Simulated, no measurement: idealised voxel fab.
process module | voxel transistor to metal
cross-section cut | 210 nm wide | cells 5 nm
A cross-section is a grid of square cells, given in bands from the top down. A band is one or more rows of cells.
Each band's line starts with the height of the band's top and of its bottom, in nm. Then come its materials from left to right, each with its width in nm. One material with "throughout" fills the band from edge to edge. "air" is empty space.
Height 0 is the level under which the wafer as received is all one material. The lowest band goes on downwards, as in "0 down".
A width such as "30 to 40" changes by the same amount from each row of cells to the next, from the band's top row to its bottom row.
"no change" after a step means that no cell of the cross-section changed.
closed voids: empty space of 8 cells or more with no open way to the top, each as width x height at its distance from the left edge, in nm
after a step's settings: what the simulator itself notes on the step
overlay nm, on a step with a mask: how far to the right of its planned place the mask lay; to the left if negative
plan
1 op RECEIVE | material Si
2 op OXIDIZE | depth nm 5
3 op CONFORMAL_DEP | material SiN | thk nm 15
4 op DIRECTIONAL_DEP | material aC | thk nm 15
5 op PATTERN | tone cover | mask id ACTIVE | material resist | width nm 125 | thk nm 30 | overlay nm 0
6 op DIRECTIONAL_ETCH | etch materials aC | depth nm 15
7 op STRIP | etch materials resist
8 op DIRECTIONAL_ETCH | etch materials SiN | depth nm 15
9 op DIRECTIONAL_ETCH | etch materials SiO2 | depth nm 5
10 op DIRECTIONAL_ETCH | etch materials Si | depth nm 35
11 op STRIP | etch materials aC
12 op FILL_DEP | material SiO2 | thk nm 15
13 op CMP | height nm 15
14 op SELECTIVE_ETCH | etch materials SiO2 | depth nm 5
15 op STRIP | etch materials SiN
16 op SELECTIVE_ETCH | etch materials SiO2 | depth nm 5
17 op OXIDIZE | depth nm 5
18 op DIRECTIONAL_DEP | material polySi | thk nm 20
19 op DIRECTIONAL_DEP | material SiCN | thk nm 15
20 op PATTERN | tone cover | mask id GATE | material resist | width nm 35 | thk nm 15 | overlay nm 0
21 op DIRECTIONAL_ETCH | etch materials SiCN | depth nm 25
22 op DIRECTIONAL_ETCH | etch materials polySi | depth nm 30
23 op STRIP | etch materials resist
24 op CONFORMAL_DEP | material SiN | thk nm 10
25 op DIRECTIONAL_ETCH | etch materials SiN | depth nm 10
26 op DIRECTIONAL_ETCH | etch materials SiO2 | depth nm 5
27 op DIRECTIONAL_ETCH | etch materials Si | depth nm 10
28 op EPI | material SiGe | thk nm 10
29 op FILL_DEP | material SiO2 | thk nm 10
30 op CMP | height nm 15
31 op STRIP | etch materials polySi
32 op SELECTIVE_ETCH | etch materials SiO2 | depth nm 5
33 op CONFORMAL_DEP | material HfO2 | thk nm 5
34 op CONFORMAL_DEP | material TiN | thk nm 5
35 op FILL_DEP | material W | thk nm 10
36 op CMP | height nm 10
37 op DIRECTIONAL_DEP | material SiO2 | thk nm 15
38 op PATTERN | tone open | mask id CONTACT | material resist | width nm 15 | pitch nm 90 | thk nm 20 | overlay nm 0
39 op DIRECTIONAL_ETCH | etch materials SiO2 | depth nm 35
40 op STRIP | etch materials resist
41 op CONFORMAL_DEP | material TiN | thk nm 5
42 op FILL_DEP | material Ru | thk nm 10
43 op CMP | height nm 25
44 op DIRECTIONAL_DEP | material TiN | thk nm 5
45 op DIRECTIONAL_DEP | material W | thk nm 15
46 op PATTERN | tone cover | mask id METAL_1 | material resist | width nm 15 | pitch nm 90 | thk nm 15 | overlay nm 0
47 op DIRECTIONAL_ETCH | etch materials W | depth nm 15
48 op DIRECTIONAL_ETCH | etch materials TiN | depth nm 5
49 op STRIP | etch materials resist
50 op FILL_DEP | material lowk | thk nm 5
51 op CMP | height nm 45
52 op CONFORMAL_DEP | material SiCN | thk nm 5
53 op DIRECTIONAL_DEP | material SiO2 | thk nm 30
54 op DIRECTIONAL_DEP | material aC | thk nm 15
55 op PATTERN | tone open | mask id METAL_2 | material resist | width nm 15 | pitch nm 90 | thk nm 30 | overlay nm 0
56 op DIRECTIONAL_ETCH | etch materials aC | depth nm 15
57 op STRIP | etch materials resist
58 op DIRECTIONAL_ETCH | etch materials SiO2 | depth nm 15
59 op STRIP | etch materials aC
60 op PATTERN | tone open | mask id METAL_2_HOLES | material resist | width nm 15 | pitch nm 90 | thk nm 20 | overlay nm 0
61 op DIRECTIONAL_ETCH | etch materials SiO2 | depth nm 15
62 op DIRECTIONAL_ETCH | etch materials SiCN | depth nm 5
63 op STRIP | etch materials resist
64 op CONFORMAL_DEP | material TiN | thk nm 5
65 op FILL_DEP | material Ru | thk nm 10
66 op CMP | height nm 80
67 op CONFORMAL_DEP | material SiN | thk nm 5
first wafer, as planned
as received, after step 1
  0 down: Si throughout
  closed voids: none
after step 2
  0 to -5: SiO2 throughout
  below -5: unchanged
after step 3
  15 to 0: SiN throughout
  below 0: unchanged
after step 4
  30 to 15: aC throughout
  below 15: unchanged
after step 5
  60 to 30: air 40 | resist 125 | air 45
  below 30: unchanged
after step 6
  45 to 30: air 40 | resist 125 | air 45
  30 to 15: air 40 | aC 125 | air 45
  below 15: unchanged
after step 7
  30 to 15: air 40 | aC 125 | air 45
  below 15: unchanged
after step 8
  30 to 15: air 40 | aC 125 | air 45
  15 to 0: air 40 | SiN 125 | air 45
  below 0: unchanged
after step 9
  30 to 15: air 40 | aC 125 | air 45
  15 to 0: air 40 | SiN 125 | air 45
  0 to -5: air 40 | SiO2 125 | air 45
  below -5: unchanged
after step 10
  30 to 15: air 40 | aC 125 | air 45
  15 to 0: air 40 | SiN 125 | air 45
  0 to -5: air 40 | SiO2 125 | air 45
  -5 to -40: air 40 | Si 125 | air 45
  below -40: unchanged
after step 11
  15 to 0: air 40 | SiN 125 | air 45
  below 0: unchanged
after step 12
  30 to 15: SiO2 throughout
  15 to 0: SiO2 40 | SiN 125 | SiO2 45
  0 to -5: SiO2 throughout
  -5 to -40: SiO2 40 | Si 125 | SiO2 45
  below -40: unchanged
after step 13
  15 to 0: SiO2 40 | SiN 125 | SiO2 45
  below 0: unchanged
after step 14
  15 to 10: air 40 | SiN 125 | air 45
  below 10: unchanged
after step 15
  10 to 0: SiO2 40 | air 125 | SiO2 45
  below 0: unchanged
after step 16
  5 to -5: SiO2 35 | air 135 | SiO2 40
  below -5: unchanged
after step 17
  5 to -5: SiO2 35 | air 135 | SiO2 40
  -5 to -10: SiO2 throughout
  below -10: unchanged
after step 18
  25 to 15: polySi 35 | air 135 | polySi 40
  15 to 5: polySi throughout
  5 to -5: SiO2 35 | polySi 135 | SiO2 40
  below -5: unchanged
after step 19
  40 to 30: SiCN 35 | air 135 | SiCN 40
  30 to 25: SiCN throughout
  25 to 15: polySi 35 | SiCN 135 | polySi 40
  below 15: unchanged
after step 20
  55 to 40: air 85 | resist 35 | air 90
  40 to 30: SiCN 35 | air 50 | resist 35 | air 50 | SiCN 40
  below 30: unchanged
after step 21
  55 to 30: air 85 | resist 35 | air 90
  30 to 25: air 85 | SiCN 35 | air 90
  25 to 15: polySi 35 | air 50 | SiCN 35 | air 50 | polySi 40
  below 15: unchanged
after step 22
  55 to 30: air 85 | resist 35 | air 90
  30 to 15: air 85 | SiCN 35 | air 90
  15 to 5: air 85 | polySi 35 | air 90
  5 to -5: SiO2 35 | air 50 | polySi 35 | air 50 | SiO2 40
  below -5: unchanged
after step 23
  30 to 15: air 85 | SiCN 35 | air 90
  below 15: unchanged
after step 24
  40 to 30: air 75 | SiN 55 | air 80
  30 to 15: air 75 | SiN 10 | SiCN 35 | SiN 10 | air 80
  15 to 5: SiN 45 | air 30 | SiN 10 | polySi 35 | SiN 10 | air 30 | SiN 50
  5 to -5: SiO2 35 | SiN 50 | polySi 35 | SiN 50 | SiO2 40
  below -5: unchanged
after step 25
  30 to 15: air 75 | SiN 10 | SiCN 35 | SiN 10 | air 80
  15 to 5: air 75 | SiN 10 | polySi 35 | SiN 10 | air 80
  5 to -5: SiO2 35 | SiN 10 | air 30 | SiN 10 | polySi 35 | SiN 10 | air 30 | SiN 10 | SiO2 40
  below -5: unchanged
after step 26
  30 to 15: air 75 | SiN 10 | SiCN 35 | SiN 10 | air 80
  15 to 5: air 75 | SiN 10 | polySi 35 | SiN 10 | air 80
  5 to 0: air 35 | SiN 10 | air 30 | SiN 10 | polySi 35 | SiN 10 | air 30 | SiN 10 | air 40
  0 to -5: SiO2 35 | SiN 10 | air 30 | SiN 10 | polySi 35 | SiN 10 | air 30 | SiN 10 | SiO2 40
  -5 to -10: SiO2 45 | air 30 | SiO2 55 | air 30 | SiO2 50
  below -10: unchanged
after step 27
  30 to 15: air 75 | SiN 10 | SiCN 35 | SiN 10 | air 80
  15 to 5: air 75 | SiN 10 | polySi 35 | SiN 10 | air 80
  5 to 0: air 35 | SiN 10 | air 30 | SiN 10 | polySi 35 | SiN 10 | air 30 | SiN 10 | air 40
  0 to -5: SiO2 35 | SiN 10 | air 30 | SiN 10 | polySi 35 | SiN 10 | air 30 | SiN 10 | SiO2 40
  -5 to -10: SiO2 45 | air 30 | SiO2 55 | air 30 | SiO2 50
  -10 to -20: SiO2 40 | Si 5 | air 30 | Si 55 | air 30 | Si 5 | SiO2 45
  below -20: unchanged
after step 28
  30 to 15: air 75 | SiN 10 | SiCN 35 | SiN 10 | air 80
  15 to 5: air 75 | SiN 10 | polySi 35 | SiN 10 | air 80
  5 to 0: air 35 | SiN 10 | air 30 | SiN 10 | polySi 35 | SiN 10 | air 30 | SiN 10 | air 40
  0 to -5: SiO2 35 | SiN 10 | SiGe 10 | air 10 | SiGe 10 | SiN 10 | polySi 35 | SiN 10 | SiGe 10 | air 10 | SiGe 10 | SiN 10 | SiO2 40
  -5 to -10: SiO2 45 | SiGe 10 | air 10 | SiGe 10 | SiO2 55 | SiGe 10 | air 10 | SiGe 10 | SiO2 50
  -10 to -20: SiO2 40 | Si 5 | SiGe 30 | Si 55 | SiGe 30 | Si 5 | SiO2 45
  below -20: unchanged
after step 29
  40 to 30: SiO2 throughout
  30 to 15: SiO2 75 | SiN 10 | SiCN 35 | SiN 10 | SiO2 80
  15 to 5: SiO2 75 | SiN 10 | polySi 35 | SiN 10 | SiO2 80
  5 to 0: SiO2 35 | SiN 10 | SiO2 30 | SiN 10 | polySi 35 | SiN 10 | SiO2 30 | SiN 10 | SiO2 40
  0 to -5: SiO2 35 | SiN 10 | SiGe 10 | SiO2 10 | SiGe 10 | SiN 10 | polySi 35 | SiN 10 | SiGe 10 | SiO2 10 | SiGe 10 | SiN 10 | SiO2 40
  -5 to -10: SiO2 45 | SiGe 10 | SiO2 10 | SiGe 10 | SiO2 55 | SiGe 10 | SiO2 10 | SiGe 10 | SiO2 50
  below -10: unchanged
after step 30
  15 to 5: SiO2 75 | SiN 10 | polySi 35 | SiN 10 | SiO2 80
  below 5: unchanged
after step 31
  15 to 5: SiO2 75 | SiN 10 | air 35 | SiN 10 | SiO2 80
  5 to 0: SiO2 35 | SiN 10 | SiO2 30 | SiN 10 | air 35 | SiN 10 | SiO2 30 | SiN 10 | SiO2 40
  0 to -5: SiO2 35 | SiN 10 | SiGe 10 | SiO2 10 | SiGe 10 | SiN 10 | air 35 | SiN 10 | SiGe 10 | SiO2 10 | SiGe 10 | SiN 10 | SiO2 40
  below -5: unchanged
after step 32
  15 to 10: air 75 | SiN 10 | air 35 | SiN 10 | air 80
  10 to 5: SiO2 75 | SiN 10 | air 35 | SiN 10 | SiO2 80
  5 to 0: SiO2 35 | SiN 10 | SiO2 30 | SiN 10 | air 35 | SiN 10 | SiO2 30 | SiN 10 | SiO2 40
  0 to -5: SiO2 35 | SiN 10 | SiGe 10 | SiO2 10 | SiGe 10 | SiN 10 | air 35 | SiN 10 | SiGe 10 | SiO2 10 | SiGe 10 | SiN 10 | SiO2 40
  -5 to -10: SiO2 45 | SiGe 10 | SiO2 10 | SiGe 10 | SiO2 5 | air 45 | SiO2 5 | SiGe 10 | SiO2 10 | SiGe 10 | SiO2 50
  below -10: unchanged
after step 33
  20 to 15: air 70 | HfO2 20 | air 25 | HfO2 20 | air 75
  15 to 10: HfO2 75 | SiN 10 | HfO2 5 | air 25 | HfO2 5 | SiN 10 | HfO2 80
  10 to 5: SiO2 75 | SiN 10 | HfO2 5 | air 25 | HfO2 5 | SiN 10 | SiO2 80
  5 to 0: SiO2 35 | SiN 10 | SiO2 30 | SiN 10 | HfO2 5 | air 25 | HfO2 5 | SiN 10 | SiO2 30 | SiN 10 | SiO2 40
  0 to -5: SiO2 35 | SiN 10 | SiGe 10 | SiO2 10 | SiGe 10 | SiN 10 | HfO2 5 | air 25 | HfO2 5 | SiN 10 | SiGe 10 | SiO2 10 | SiGe 10 | SiN 10 | SiO2 40
  -5 to -10: SiO2 45 | SiGe 10 | SiO2 10 | SiGe 10 | SiO2 5 | HfO2 45 | SiO2 5 | SiGe 10 | SiO2 10 | SiGe 10 | SiO2 50
  below -10: unchanged
after step 34
  25 to 20: air 65 | TiN 30 | air 15 | TiN 30 | air 70
  20 to 15: TiN 70 | HfO2 20 | TiN 5 | air 15 | TiN 5 | HfO2 20 | TiN 75
  15 to 10: HfO2 75 | SiN 10 | HfO2 5 | TiN 5 | air 15 | TiN 5 | HfO2 5 | SiN 10 | HfO2 80
  10 to 5: SiO2 75 | SiN 10 | HfO2 5 | TiN 5 | air 15 | TiN 5 | HfO2 5 | SiN 10 | SiO2 80
  5 to 0: SiO2 35 | SiN 10 | SiO2 30 | SiN 10 | HfO2 5 | TiN 5 | air 15 | TiN 5 | HfO2 5 | SiN 10 | SiO2 30 | SiN 10 | SiO2 40
  0 to -5: SiO2 35 | SiN 10 | SiGe 10 | SiO2 10 | SiGe 10 | SiN 10 | HfO2 5 | TiN 25 | HfO2 5 | SiN 10 | SiGe 10 | SiO2 10 | SiGe 10 | SiN 10 | SiO2 40
  below -5: unchanged
after step 35
  35 to 25: W throughout
  25 to 20: W 65 | TiN 30 | W 15 | TiN 30 | W 70
  20 to 15: TiN 70 | HfO2 20 | TiN 5 | W 15 | TiN 5 | HfO2 20 | TiN 75
  15 to 10: HfO2 75 | SiN 10 | HfO2 5 | TiN 5 | W 15 | TiN 5 | HfO2 5 | SiN 10 | HfO2 80
  10 to 5: SiO2 75 | SiN 10 | HfO2 5 | TiN 5 | W 15 | TiN 5 | HfO2 5 | SiN 10 | SiO2 80
  5 to 0: SiO2 35 | SiN 10 | SiO2 30 | SiN 10 | HfO2 5 | TiN 5 | W 15 | TiN 5 | HfO2 5 | SiN 10 | SiO2 30 | SiN 10 | SiO2 40
  below 0: unchanged
after step 36
  10 to 5: SiO2 75 | SiN 10 | HfO2 5 | TiN 5 | W 15 | TiN 5 | HfO2 5 | SiN 10 | SiO2 80
  below 5: unchanged
after step 37
  25 to 10: SiO2 throughout
  below 10: unchanged
after step 38
  45 to 25: resist 50 | air 15 | resist 75 | air 15 | resist 55
  below 25: unchanged
after step 39
  45 to 25: resist 50 | air 15 | resist 75 | air 15 | resist 55
  25 to 10: SiO2 50 | air 15 | SiO2 75 | air 15 | SiO2 55
  10 to 5: SiO2 50 | air 15 | SiO2 10 | SiN 10 | HfO2 5 | TiN 5 | W 15 | TiN 5 | HfO2 5 | SiN 10 | SiO2 10 | air 15 | SiO2 55
  5 to 0: SiO2 35 | SiN 10 | SiO2 5 | air 15 | SiO2 10 | SiN 10 | HfO2 5 | TiN 5 | W 15 | TiN 5 | HfO2 5 | SiN 10 | SiO2 10 | air 15 | SiO2 5 | SiN 10 | SiO2 40
  0 to -5: SiO2 35 | SiN 10 | SiGe 10 | air 10 | SiGe 10 | SiN 10 | HfO2 5 | TiN 25 | HfO2 5 | SiN 10 | SiGe 10 | air 10 | SiGe 10 | SiN 10 | SiO2 40
  -5 to -10: SiO2 45 | SiGe 10 | air 10 | SiGe 10 | SiO2 5 | HfO2 45 | SiO2 5 | SiGe 10 | air 10 | SiGe 10 | SiO2 50
  below -10: unchanged
after step 40
  25 to 10: SiO2 50 | air 15 | SiO2 75 | air 15 | SiO2 55
  below 10: unchanged
after step 41
  30 to 25: TiN 55 | air 5 | TiN 85 | air 5 | TiN 60
  25 to 10: SiO2 50 | TiN 5 | air 5 | TiN 5 | SiO2 75 | TiN 5 | air 5 | TiN 5 | SiO2 55
  10 to 5: SiO2 50 | TiN 5 | air 5 | TiN 5 | SiO2 10 | SiN 10 | HfO2 5 | TiN 5 | W 15 | TiN 5 | HfO2 5 | SiN 10 | SiO2 10 | TiN 5 | air 5 | TiN 5 | SiO2 55
  5 to 0: SiO2 35 | SiN 10 | SiO2 5 | TiN 15 | SiO2 10 | SiN 10 | HfO2 5 | TiN 5 | W 15 | TiN 5 | HfO2 5 | SiN 10 | SiO2 10 | TiN 15 | SiO2 5 | SiN 10 | SiO2 40
  0 to -5: SiO2 35 | SiN 10 | SiGe 10 | TiN 10 | SiGe 10 | SiN 10 | HfO2 5 | TiN 25 | HfO2 5 | SiN 10 | SiGe 10 | TiN 10 | SiGe 10 | SiN 10 | SiO2 40
  -5 to -10: SiO2 45 | SiGe 10 | TiN 10 | SiGe 10 | SiO2 5 | HfO2 45 | SiO2 5 | SiGe 10 | TiN 10 | SiGe 10 | SiO2 50
  below -10: unchanged
after step 42
  40 to 30: Ru throughout
  30 to 25: TiN 55 | Ru 5 | TiN 85 | Ru 5 | TiN 60
  25 to 10: SiO2 50 | TiN 5 | Ru 5 | TiN 5 | SiO2 75 | TiN 5 | Ru 5 | TiN 5 | SiO2 55
  10 to 5: SiO2 50 | TiN 5 | Ru 5 | TiN 5 | SiO2 10 | SiN 10 | HfO2 5 | TiN 5 | W 15 | TiN 5 | HfO2 5 | SiN 10 | SiO2 10 | TiN 5 | Ru 5 | TiN 5 | SiO2 55
  below 5: unchanged
after step 43
  25 to 10: SiO2 50 | TiN 5 | Ru 5 | TiN 5 | SiO2 75 | TiN 5 | Ru 5 | TiN 5 | SiO2 55
  below 10: unchanged
after step 44
  30 to 25: TiN throughout
  below 25: unchanged
after step 45
  45 to 30: W throughout
  below 30: unchanged
after step 46
  60 to 45: air 50 | resist 15 | air 75 | resist 15 | air 55
  below 45: unchanged
after step 47
  60 to 45: air 50 | resist 15 | air 75 | resist 15 | air 55
  45 to 30: air 50 | W 15 | air 75 | W 15 | air 55
  below 30: unchanged
after step 48
  60 to 45: air 50 | resist 15 | air 75 | resist 15 | air 55
  45 to 30: air 50 | W 15 | air 75 | W 15 | air 55
  30 to 25: air 50 | TiN 15 | air 75 | TiN 15 | air 55
  below 25: unchanged
after step 49
  45 to 30: air 50 | W 15 | air 75 | W 15 | air 55
  below 30: unchanged
after step 50
  50 to 45: lowk throughout
  45 to 30: lowk 50 | W 15 | lowk 75 | W 15 | lowk 55
  30 to 25: lowk 50 | TiN 15 | lowk 75 | TiN 15 | lowk 55
  below 25: unchanged
after step 51
  45 to 30: lowk 50 | W 15 | lowk 75 | W 15 | lowk 55
  below 30: unchanged
after step 52
  50 to 45: SiCN throughout
  below 45: unchanged
after step 53
  80 to 50: SiO2 throughout
  below 50: unchanged
after step 54
  95 to 80: aC throughout
  below 80: unchanged
after step 55
  125 to 95: resist 50 | air 15 | resist 75 | air 15 | resist 55
  below 95: unchanged
after step 56
  110 to 95: resist 50 | air 15 | resist 75 | air 15 | resist 55
  95 to 80: aC 50 | air 15 | aC 75 | air 15 | aC 55
  below 80: unchanged
after step 57
  95 to 80: aC 50 | air 15 | aC 75 | air 15 | aC 55
  below 80: unchanged
after step 58
  95 to 80: aC 50 | air 15 | aC 75 | air 15 | aC 55
  80 to 65: SiO2 50 | air 15 | SiO2 75 | air 15 | SiO2 55
  below 65: unchanged
after step 59
  80 to 65: SiO2 50 | air 15 | SiO2 75 | air 15 | SiO2 55
  below 65: unchanged
after step 60
  100 to 80: resist 50 | air 15 | resist 75 | air 15 | resist 55
  below 80: unchanged
after step 61
  100 to 80: resist 50 | air 15 | resist 75 | air 15 | resist 55
  80 to 50: SiO2 50 | air 15 | SiO2 75 | air 15 | SiO2 55
  below 50: unchanged
after step 62
  100 to 80: resist 50 | air 15 | resist 75 | air 15 | resist 55
  80 to 50: SiO2 50 | air 15 | SiO2 75 | air 15 | SiO2 55
  50 to 45: SiCN 50 | air 15 | SiCN 75 | air 15 | SiCN 55
  below 45: unchanged
after step 63
  80 to 50: SiO2 50 | air 15 | SiO2 75 | air 15 | SiO2 55
  below 50: unchanged
after step 64
  85 to 80: TiN 55 | air 5 | TiN 85 | air 5 | TiN 60
  80 to 50: SiO2 50 | TiN 5 | air 5 | TiN 5 | SiO2 75 | TiN 5 | air 5 | TiN 5 | SiO2 55
  50 to 45: SiCN 50 | TiN 15 | SiCN 75 | TiN 15 | SiCN 55
  below 45: unchanged
after step 65
  95 to 85: Ru throughout
  85 to 80: TiN 55 | Ru 5 | TiN 85 | Ru 5 | TiN 60
  80 to 50: SiO2 50 | TiN 5 | Ru 5 | TiN 5 | SiO2 75 | TiN 5 | Ru 5 | TiN 5 | SiO2 55
  below 50: unchanged
after step 66
  80 to 50: SiO2 50 | TiN 5 | Ru 5 | TiN 5 | SiO2 75 | TiN 5 | Ru 5 | TiN 5 | SiO2 55
  below 50: unchanged
after step 67
  85 to 80: SiN throughout
  below 80: unchanged
second wafer: like start, like plan, one mistake. Through step 37 it matches the first wafer
when step 38 should have ended
  45 to 25: resist 50 | air 20 | resist 70 | air 20 | resist 50
  below 25: unchanged
when step 39 should have ended
  45 to 25: resist 50 | air 20 | resist 70 | air 20 | resist 50
  25 to 10: SiO2 50 | air 20 | SiO2 70 | air 20 | SiO2 50
  10 to 5: SiO2 50 | air 20 | SiO2 5 | SiN 10 | HfO2 5 | TiN 5 | W 15 | TiN 5 | HfO2 5 | SiN 10 | SiO2 10 | air 20 | SiO2 50
  5 to 0: SiO2 35 | SiN 10 | SiO2 5 | air 20 | SiO2 5 | SiN 10 | HfO2 5 | TiN 5 | W 15 | TiN 5 | HfO2 5 | SiN 10 | SiO2 10 | air 20 | SiN 10 | SiO2 40
  0 to -5: SiO2 35 | SiN 10 | SiGe 10 | air 10 | SiGe 10 | SiN 10 | HfO2 5 | TiN 25 | HfO2 5 | SiN 10 | SiGe 10 | air 10 | SiGe 10 | SiN 10 | SiO2 40
  -5 to -10: SiO2 45 | SiGe 10 | air 10 | SiGe 10 | SiO2 5 | HfO2 45 | SiO2 5 | SiGe 10 | air 10 | SiGe 10 | SiO2 50
  below -10: unchanged
when step 40 should have ended
  25 to 10: SiO2 50 | air 20 | SiO2 70 | air 20 | SiO2 50
  below 10: unchanged
when step 41 should have ended
  30 to 25: TiN 55 | air 10 | TiN 80 | air 10 | TiN 55
  25 to 10: SiO2 50 | TiN 5 | air 10 | TiN 5 | SiO2 70 | TiN 5 | air 10 | TiN 5 | SiO2 50
  10 to 5: SiO2 50 | TiN 5 | air 10 | TiN 5 | SiO2 5 | SiN 10 | HfO2 5 | TiN 5 | W 15 | TiN 5 | HfO2 5 | SiN 10 | SiO2 10 | TiN 5 | air 10 | TiN 5 | SiO2 50
  5 to 0: SiO2 35 | SiN 10 | SiO2 5 | TiN 20 | SiO2 5 | SiN 10 | HfO2 5 | TiN 5 | W 15 | TiN 5 | HfO2 5 | SiN 10 | SiO2 10 | TiN 20 | SiN 10 | SiO2 40
  0 to -5: SiO2 35 | SiN 10 | SiGe 10 | TiN 10 | SiGe 10 | SiN 10 | HfO2 5 | TiN 25 | HfO2 5 | SiN 10 | SiGe 10 | TiN 10 | SiGe 10 | SiN 10 | SiO2 40
  -5 to -10: SiO2 45 | SiGe 10 | TiN 10 | SiGe 10 | SiO2 5 | HfO2 45 | SiO2 5 | SiGe 10 | TiN 10 | SiGe 10 | SiO2 50
  below -10: unchanged
when step 42 should have ended
  40 to 30: Ru throughout
  30 to 25: TiN 55 | Ru 10 | TiN 80 | Ru 10 | TiN 55
  25 to 10: SiO2 50 | TiN 5 | Ru 10 | TiN 5 | SiO2 70 | TiN 5 | Ru 10 | TiN 5 | SiO2 50
  10 to 5: SiO2 50 | TiN 5 | Ru 10 | TiN 5 | SiO2 5 | SiN 10 | HfO2 5 | TiN 5 | W 15 | TiN 5 | HfO2 5 | SiN 10 | SiO2 10 | TiN 5 | Ru 10 | TiN 5 | SiO2 50
  below 5: unchanged
when step 43 should have ended
  25 to 10: SiO2 50 | TiN 5 | Ru 10 | TiN 5 | SiO2 70 | TiN 5 | Ru 10 | TiN 5 | SiO2 50
  below 10: unchanged
when step 44 should have ended
  30 to 25: TiN throughout
  below 25: unchanged
when step 45 should have ended
  45 to 30: W throughout
  below 30: unchanged
when step 46 should have ended
  60 to 45: air 50 | resist 15 | air 75 | resist 15 | air 55
  below 45: unchanged
when step 47 should have ended
  60 to 45: air 50 | resist 15 | air 75 | resist 15 | air 55
  45 to 30: air 50 | W 15 | air 75 | W 15 | air 55
  below 30: unchanged
when step 48 should have ended
  60 to 45: air 50 | resist 15 | air 75 | resist 15 | air 55
  45 to 30: air 50 | W 15 | air 75 | W 15 | air 55
  30 to 25: air 50 | TiN 15 | air 75 | TiN 15 | air 55
  below 25: unchanged
when step 49 should have ended
  45 to 30: air 50 | W 15 | air 75 | W 15 | air 55
  below 30: unchanged
when step 50 should have ended
  50 to 45: lowk throughout
  45 to 30: lowk 50 | W 15 | lowk 75 | W 15 | lowk 55
  30 to 25: lowk 50 | TiN 15 | lowk 75 | TiN 15 | lowk 55
  below 25: unchanged
when step 51 should have ended
  45 to 30: lowk 50 | W 15 | lowk 75 | W 15 | lowk 55
  below 30: unchanged
when step 52 should have ended
  50 to 45: SiCN throughout
  below 45: unchanged
when step 53 should have ended
  80 to 50: SiO2 throughout
  below 50: unchanged
when step 54 should have ended
  95 to 80: aC throughout
  below 80: unchanged
when step 55 should have ended
  125 to 95: resist 50 | air 15 | resist 75 | air 15 | resist 55
  below 95: unchanged
when step 56 should have ended
  110 to 95: resist 50 | air 15 | resist 75 | air 15 | resist 55
  95 to 80: aC 50 | air 15 | aC 75 | air 15 | aC 55
  below 80: unchanged
when step 57 should have ended
  95 to 80: aC 50 | air 15 | aC 75 | air 15 | aC 55
  below 80: unchanged
when step 58 should have ended
  95 to 80: aC 50 | air 15 | aC 75 | air 15 | aC 55
  80 to 65: SiO2 50 | air 15 | SiO2 75 | air 15 | SiO2 55
  below 65: unchanged
when step 59 should have ended
  80 to 65: SiO2 50 | air 15 | SiO2 75 | air 15 | SiO2 55
  below 65: unchanged
when step 60 should have ended
  100 to 80: resist 50 | air 15 | resist 75 | air 15 | resist 55
  below 80: unchanged
when step 61 should have ended
  100 to 80: resist 50 | air 15 | resist 75 | air 15 | resist 55
  80 to 50: SiO2 50 | air 15 | SiO2 75 | air 15 | SiO2 55
  below 50: unchanged
when step 62 should have ended
  100 to 80: resist 50 | air 15 | resist 75 | air 15 | resist 55
  80 to 50: SiO2 50 | air 15 | SiO2 75 | air 15 | SiO2 55
  50 to 45: SiCN 50 | air 15 | SiCN 75 | air 15 | SiCN 55
  below 45: unchanged
when step 63 should have ended
  80 to 50: SiO2 50 | air 15 | SiO2 75 | air 15 | SiO2 55
  below 50: unchanged
when step 64 should have ended
  85 to 80: TiN 55 | air 5 | TiN 85 | air 5 | TiN 60
  80 to 50: SiO2 50 | TiN 5 | air 5 | TiN 5 | SiO2 75 | TiN 5 | air 5 | TiN 5 | SiO2 55
  50 to 45: SiCN 50 | TiN 15 | SiCN 75 | TiN 15 | SiCN 55
  below 45: unchanged
when step 65 should have ended
  95 to 85: Ru throughout
  85 to 80: TiN 55 | Ru 5 | TiN 85 | Ru 5 | TiN 60
  80 to 50: SiO2 50 | TiN 5 | Ru 5 | TiN 5 | SiO2 75 | TiN 5 | Ru 5 | TiN 5 | SiO2 55
  below 50: unchanged
when step 66 should have ended
  80 to 50: SiO2 50 | TiN 5 | Ru 5 | TiN 5 | SiO2 75 | TiN 5 | Ru 5 | TiN 5 | SiO2 55
  below 50: unchanged
when step 67 should have ended
  85 to 80: SiN throughout
  below 80: unchanged
what went wrong: step 38 ran as: op PATTERN | tone open | mask id CONTACT | material resist | width nm 20 | pitch nm 90 | thk nm 20 | overlay nm 0
at the end the second wafer has, in cells: 8 more of Ru | 10 fewer of SiO2 | 2 more of TiN
